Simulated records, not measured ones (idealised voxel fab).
A process module follows: voxel wiring stack.
Displayed cross-section: cut, width of 290 nm, square cells sized 5 nm.
A cross-section is a grid of square cells, given in bands from the top down. A band is one or more rows of cells. Band: top height; bottom height; in nm. Then, left to right: material with width in nm, for each material. "edge to edge": a single material spanning edge to edge. "blank": empty space. Measure heights from 0. That's the level where, below it, the as-received wafer is all one material. The lowest band is bottomless and extends downward; write it as in "0 -> down". The expression "30->40" gives the width at the extremes of the band, the first number at its top row of cells and the second at its bottom row, with the width changing by equal amounts from each row to the next in between. You'll sometimes find "same as before" written for a step, and that's the way of saying that nowhere in the cross-section did a cell change during that step. Voids not open to the top, 8 cells minimum: see "Closed cavities". Written width x height at distance; distance is from the left edge; nm. Post-settings text on a step line: simulator's own remark regarding the step. overlay nm: how far to the right of its planned place the mask lay on this masked step (negative: to the left).
**Process steps (planned)**
1. RECEIVE | material Si
2. CONFORMAL_DEP | material SiO2 | thk nm 10
3. CONFORMAL_DEP | material SiN | thk nm 5
4. DIRECTIONAL_DEP | material lowk | thk nm 15
5. MASKED_ETCH | tone open | mask id METAL_1 | width nm 20 | pitch nm 50 | etch materials lowk | depth nm 15 | overlay nm 0
6. MASKED_ETCH | tone open | mask id METAL_1 | width nm 20 | pitch nm 50 | etch materials SiN | depth nm 5 | overlay nm 0
7. CONFORMAL_DEP | material TiN | thk nm 5
8. FILL_DEP | material Cu | thk nm 5
9. CMP | height nm 30
10. CONFORMAL_DEP | material SiCN | thk nm 5
11. DIRECTIONAL_DEP | material SiO2 | thk nm 30
12. PATTERN | tone open | mask id METAL_2_HOLES | material resist | width nm 15 | pitch nm 50 | thk nm 15 | overlay nm 0
13. DIRECTIONAL_ETCH | etch materials SiO2 | depth nm 30
14. STRIP | etch materials resist
15. MASKED_ETCH | tone open | mask id METAL_2 | width nm 20 | pitch nm 50 | etch materials SiO2 | depth nm 15 | overlay nm 0
16. MASKED_ETCH | tone open | mask id METAL_2 | width nm 20 | pitch nm 50 | etch materials SiCN | depth nm 5 | overlay nm 0
17. CONFORMAL_DEP | material TiN | thk nm 5
18. FILL_DEP | material Cu | thk nm 5
19. CMP | height nm 65
20. CONFORMAL_DEP | material SiCN | thk nm 5
**Concerning the first of two wafers, which was run in accordance with the plan**
**The cross-section here shows the wafer as received, i.e. in its state after step 1**
> 0 -> down  Si edge to edge
> Closed cavities: none
**Wafer xsec, post step 2**
> 10 -> 0  SiO2 edge to edge
> Under the height 0 nothing was changed.
**Wafer xsec, post step 3**
> 15 -> 10  SiN edge to edge
> Under the height 10 nothing was changed.
**Wafer xsec, post step 4**
> 30 -> 15  lowk edge to edge
> Under the height 15 nothing was changed.
**Wafer xsec, post step 5**
> 30 -> 15  60 lowk; 20 blank; 30 lowk; 20 blank; 30 lowk; 20 blank; 30 lowk; 20 blank; 60 lowk
> Under the height 15 nothing was changed.
**Wafer xsec, post step 6**
> 30 -> 15  60 lowk; 20 blank; 30 lowk; 20 blank; 30 lowk; 20 blank; 30 lowk; 20 blank; 60 lowk
> 15 -> 10  60 SiN; 20 blank; 30 SiN; 20 blank; 30 SiN; 20 blank; 30 SiN; 20 blank; 60 SiN
> Under the height 10 nothing was changed.
**Wafer xsec, post step 7**
> 35 -> 30  65 TiN; 10 blank; 40 TiN; 10 blank; 40 TiN; 10 blank; 40 TiN; 10 blank; 65 TiN
> 30 -> 15  60 lowk; 5 TiN; 10 blank; 5 TiN; 30 lowk; 5 TiN; 10 blank; 5 TiN; 30 lowk; 5 TiN; 10 blank; 5 TiN; 30 lowk; 5 TiN; 10 blank; 5 TiN; 60 lowk
> 15 -> 10  60 SiN; 20 TiN; 30 SiN; 20 TiN; 30 SiN; 20 TiN; 30 SiN; 20 TiN; 60 SiN
> Under the height 10 nothing was changed.
**Wafer xsec, post step 8**
> 40 -> 35  Cu edge to edge
> 35 -> 30  65 TiN; 10 Cu; 40 TiN; 10 Cu; 40 TiN; 10 Cu; 40 TiN; 10 Cu; 65 TiN
> 30 -> 15  60 lowk; 5 TiN; 10 Cu; 5 TiN; 30 lowk; 5 TiN; 10 Cu; 5 TiN; 30 lowk; 5 TiN; 10 Cu; 5 TiN; 30 lowk; 5 TiN; 10 Cu; 5 TiN; 60 lowk
> Under the height 15 nothing was changed.
**Wafer xsec, post step 9**
> 30 -> 15  60 lowk; 5 TiN; 10 Cu; 5 TiN; 30 lowk; 5 TiN; 10 Cu; 5 TiN; 30 lowk; 5 TiN; 10 Cu; 5 TiN; 30 lowk; 5 TiN; 10 Cu; 5 TiN; 60 lowk
> Under the height 15 nothing was changed.
**Wafer xsec, post step 10**
> 35 -> 30  SiCN edge to edge
> Under the height 30 nothing was changed.
**Wafer xsec, post step 11**
> 65 -> 35  SiO2 edge to edge
> Under the height 35 nothing was changed.
**Wafer xsec, post step 12**
> 80 -> 65  60 resist; 15 blank; 35 resist; 15 blank; 35 resist; 15 blank; 35 resist; 15 blank; 65 resist
> Under the height 65 nothing was changed.
**Wafer xsec, post step 13**
> 80 -> 65  60 resist; 15 blank; 35 resist; 15 blank; 35 resist; 15 blank; 35 resist; 15 blank; 65 resist
> 65 -> 35  60 SiO2; 15 blank; 35 SiO2; 15 blank; 35 SiO2; 15 blank; 35 SiO2; 15 blank; 65 SiO2
> Under the height 35 nothing was changed.
**Wafer xsec, post step 14**
> 65 -> 35  60 SiO2; 15 blank; 35 SiO2; 15 blank; 35 SiO2; 15 blank; 35 SiO2; 15 blank; 65 SiO2
> Under the height 35 nothing was changed.
**Wafer xsec, post step 15**
> 65 -> 50  60 SiO2; 20 blank; 30 SiO2; 20 blank; 30 SiO2; 20 blank; 30 SiO2; 20 blank; 60 SiO2
> Under the height 50 nothing was changed.
**Wafer xsec, post step 16**
> 65 -> 50  60 SiO2; 20 blank; 30 SiO2; 20 blank; 30 SiO2; 20 blank; 30 SiO2; 20 blank; 60 SiO2
> 50 -> 35  60 SiO2; 15 blank; 35 SiO2; 15 blank; 35 SiO2; 15 blank; 35 SiO2; 15 blank; 65 SiO2
> 35 -> 30  60 SiCN; 15 blank; 35 SiCN; 15 blank; 35 SiCN; 15 blank; 35 SiCN; 15 blank; 65 SiCN
> Under the height 30 nothing was changed.
**Wafer xsec, post step 17**
> 70 -> 65  65 TiN; 10 blank; 40 TiN; 10 blank; 40 TiN; 10 blank; 40 TiN; 10 blank; 65 TiN
> 65 -> 55  60 SiO2; 5 TiN; 10 blank; 5 TiN; 30 SiO2; 5 TiN; 10 blank; 5 TiN; 30 SiO2; 5 TiN; 10 blank; 5 TiN; 30 SiO2; 5 TiN; 10 blank; 5 TiN; 60 SiO2
> 55 -> 50  60 SiO2; 5 TiN; 5 blank; 10 TiN; 30 SiO2; 5 TiN; 5 blank; 10 TiN; 30 SiO2; 5 TiN; 5 blank; 10 TiN; 30 SiO2; 5 TiN; 5 blank; 10 TiN; 60 SiO2
> 50 -> 35  60 SiO2; 5 TiN; 5 blank; 5 TiN; 35 SiO2; 5 TiN; 5 blank; 5 TiN; 35 SiO2; 5 TiN; 5 blank; 5 TiN; 35 SiO2; 5 TiN; 5 blank; 5 TiN; 65 SiO2
> 35 -> 30  60 SiCN; 15 TiN; 35 SiCN; 15 TiN; 35 SiCN; 15 TiN; 35 SiCN; 15 TiN; 65 SiCN
> Under the height 30 nothing was changed.
**Wafer xsec, post step 18**
> 75 -> 70  Cu edge to edge
> 70 -> 65  65 TiN; 10 Cu; 40 TiN; 10 Cu; 40 TiN; 10 Cu; 40 TiN; 10 Cu; 65 TiN
> 65 -> 55  60 SiO2; 5 TiN; 10 Cu; 5 TiN; 30 SiO2; 5 TiN; 10 Cu; 5 TiN; 30 SiO2; 5 TiN; 10 Cu; 5 TiN; 30 SiO2; 5 TiN; 10 Cu; 5 TiN; 60 SiO2
> 55 -> 50  60 SiO2; 5 TiN; 5 Cu; 10 TiN; 30 SiO2; 5 TiN; 5 Cu; 10 TiN; 30 SiO2; 5 TiN; 5 Cu; 10 TiN; 30 SiO2; 5 TiN; 5 Cu; 10 TiN; 60 SiO2
> 50 -> 35  60 SiO2; 5 TiN; 5 Cu; 5 TiN; 35 SiO2; 5 TiN; 5 Cu; 5 TiN; 35 SiO2; 5 TiN; 5 Cu; 5 TiN; 35 SiO2; 5 TiN; 5 Cu; 5 TiN; 65 SiO2
> Under the height 35 nothing was changed.
**Wafer xsec, post step 19**
> 65 -> 55  60 SiO2; 5 TiN; 10 Cu; 5 TiN; 30 SiO2; 5 TiN; 10 Cu; 5 TiN; 30 SiO2; 5 TiN; 10 Cu; 5 TiN; 30 SiO2; 5 TiN; 10 Cu; 5 TiN; 60 SiO2
> Under the height 55 nothing was changed.
**Wafer xsec, post step 20**
> 70 -> 65  SiCN edge to edge
> Under the height 65 nothing was changed.
**Okay, second wafer. Nothing different at the start, nothing different in the plan, just one mistake somewhere in the running. As far as step 2, counting that step, it's the first wafer all over again**
**X-section, second wafer, when step 3 was due to finish**
> 15 -> 0  SiO2 edge to edge
> Under the height 0 nothing was changed.
**X-section, second wafer, when step 4 was due to finish**
> 30 -> 15  lowk edge to edge
> Under the height 15 nothing was changed.
**X-section, second wafer, when step 5 was due to finish**
> 30 -> 15  60 lowk; 20 blank; 30 lowk; 20 blank; 30 lowk; 20 blank; 30 lowk; 20 blank; 60 lowk
> Under the height 15 nothing was changed.
X-section, second wafer, when step 6 was due to finish: same as before
**X-section, second wafer, when step 7 was due to finish**
> 35 -> 30  65 TiN; 10 blank; 40 TiN; 10 blank; 40 TiN; 10 blank; 40 TiN; 10 blank; 65 TiN
> 30 -> 20  60 lowk; 5 TiN; 10 blank; 5 TiN; 30 lowk; 5 TiN; 10 blank; 5 TiN; 30 lowk; 5 TiN; 10 blank; 5 TiN; 30 lowk; 5 TiN; 10 blank; 5 TiN; 60 lowk
> 20 -> 15  60 lowk; 20 TiN; 30 lowk; 20 TiN; 30 lowk; 20 TiN; 30 lowk; 20 TiN; 60 lowk
> Under the height 15 nothing was changed.
**X-section, second wafer, when step 8 was due to finish**
> 40 -> 35  Cu edge to edge
> 35 -> 30  65 TiN; 10 Cu; 40 TiN; 10 Cu; 40 TiN; 10 Cu; 40 TiN; 10 Cu; 65 TiN
> 30 -> 20  60 lowk; 5 TiN; 10 Cu; 5 TiN; 30 lowk; 5 TiN; 10 Cu; 5 TiN; 30 lowk; 5 TiN; 10 Cu; 5 TiN; 30 lowk; 5 TiN; 10 Cu; 5 TiN; 60 lowk
> Under the height 20 nothing was changed.
**X-section, second wafer, when step 9 was due to finish**
> 30 -> 20  60 lowk; 5 TiN; 10 Cu; 5 TiN; 30 lowk; 5 TiN; 10 Cu; 5 TiN; 30 lowk; 5 TiN; 10 Cu; 5 TiN; 30 lowk; 5 TiN; 10 Cu; 5 TiN; 60 lowk
> Under the height 20 nothing was changed.
**X-section, second wafer, when step 10 was due to finish**
> 35 -> 30  SiCN edge to edge
> Under the height 30 nothing was changed.
**X-section, second wafer, when step 11 was due to finish**
> 65 -> 35  SiO2 edge to edge
> Under the height 35 nothing was changed.
**X-section, second wafer, when step 12 was due to finish**
> 80 -> 65  60 resist; 15 blank; 35 resist; 15 blank; 35 resist; 15 blank; 35 resist; 15 blank; 65 resist
> Under the height 65 nothing was changed.
**X-section, second wafer, when step 13 was due to finish**
> 80 -> 65  60 resist; 15 blank; 35 resist; 15 blank; 35 resist; 15 blank; 35 resist; 15 blank; 65 resist
> 65 -> 35  60 SiO2; 15 blank; 35 SiO2; 15 blank; 35 SiO2; 15 blank; 35 SiO2; 15 blank; 65 SiO2
> Under the height 35 nothing was changed.
**X-section, second wafer, when step 14 was due to finish**
> 65 -> 35  60 SiO2; 15 blank; 35 SiO2; 15 blank; 35 SiO2; 15 blank; 35 SiO2; 15 blank; 65 SiO2
> Under the height 35 nothing was changed.
**X-section, second wafer, when step 15 was due to finish**
> 65 -> 50  60 SiO2; 20 blank; 30 SiO2; 20 blank; 30 SiO2; 20 blank; 30 SiO2; 20 blank; 60 SiO2
> Under the height 50 nothing was changed.
**X-section, second wafer, when step 16 was due to finish**
> 65 -> 50  60 SiO2; 20 blank; 30 SiO2; 20 blank; 30 SiO2; 20 blank; 30 SiO2; 20 blank; 60 SiO2
> 50 -> 35  60 SiO2; 15 blank; 35 SiO2; 15 blank; 35 SiO2; 15 blank; 35 SiO2; 15 blank; 65 SiO2
> 35 -> 30  60 SiCN; 15 blank; 35 SiCN; 15 blank; 35 SiCN; 15 blank; 35 SiCN; 15 blank; 65 SiCN
> Under the height 30 nothing was changed.
**X-section, second wafer, when step 17 was due to finish**
> 70 -> 65  65 TiN; 10 blank; 40 TiN; 10 blank; 40 TiN; 10 blank; 40 TiN; 10 blank; 65 TiN
> 65 -> 55  60 SiO2; 5 TiN; 10 blank; 5 TiN; 30 SiO2; 5 TiN; 10 blank; 5 TiN; 30 SiO2; 5 TiN; 10 blank; 5 TiN; 30 SiO2; 5 TiN; 10 blank; 5 TiN; 60 SiO2
> 55 -> 50  60 SiO2; 5 TiN; 5 blank; 10 TiN; 30 SiO2; 5 TiN; 5 blank; 10 TiN; 30 SiO2; 5 TiN; 5 blank; 10 TiN; 30 SiO2; 5 TiN; 5 blank; 10 TiN; 60 SiO2
> 50 -> 35  60 SiO2; 5 TiN; 5 blank; 5 TiN; 35 SiO2; 5 TiN; 5 blank; 5 TiN; 35 SiO2; 5 TiN; 5 blank; 5 TiN; 35 SiO2; 5 TiN; 5 blank; 5 TiN; 65 SiO2
> 35 -> 30  60 SiCN; 15 TiN; 35 SiCN; 15 TiN; 35 SiCN; 15 TiN; 35 SiCN; 15 TiN; 65 SiCN
> Under the height 30 nothing was changed.
**X-section, second wafer, when step 18 was due to finish**
> 75 -> 70  Cu edge to edge
> 70 -> 65  65 TiN; 10 Cu; 40 TiN; 10 Cu; 40 TiN; 10 Cu; 40 TiN; 10 Cu; 65 TiN
> 65 -> 55  60 SiO2; 5 TiN; 10 Cu; 5 TiN; 30 SiO2; 5 TiN; 10 Cu; 5 TiN; 30 SiO2; 5 TiN; 10 Cu; 5 TiN; 30 SiO2; 5 TiN; 10 Cu; 5 TiN; 60 SiO2
> 55 -> 50  60 SiO2; 5 TiN; 5 Cu; 10 TiN; 30 SiO2; 5 TiN; 5 Cu; 10 TiN; 30 SiO2; 5 TiN; 5 Cu; 10 TiN; 30 SiO2; 5 TiN; 5 Cu; 10 TiN; 60 SiO2
> 50 -> 35  60 SiO2; 5 TiN; 5 Cu; 5 TiN; 35 SiO2; 5 TiN; 5 Cu; 5 TiN; 35 SiO2; 5 TiN; 5 Cu; 5 TiN; 35 SiO2; 5 TiN; 5 Cu; 5 TiN; 65 SiO2
> Under the height 35 nothing was changed.
**X-section, second wafer, when step 19 was due to finish**
> 65 -> 55  60 SiO2; 5 TiN; 10 Cu; 5 TiN; 30 SiO2; 5 TiN; 10 Cu; 5 TiN; 30 SiO2; 5 TiN; 10 Cu; 5 TiN; 30 SiO2; 5 TiN; 10 Cu; 5 TiN; 60 SiO2
> Under the height 55 nothing was changed.
**X-section, second wafer, when step 20 was due to finish**
> 70 -> 65  SiCN edge to edge
> Under the height 65 nothing was changed.
Plan not followed: in deviation from the planned setting, step 3 was conducted as CONFORMAL_DEP | material SiO2 | thk nm 5
Materials where the second wafer ends with more or fewer cells than the first: -8 Cu, -42 SiN, +58 SiO2, -8 TiN
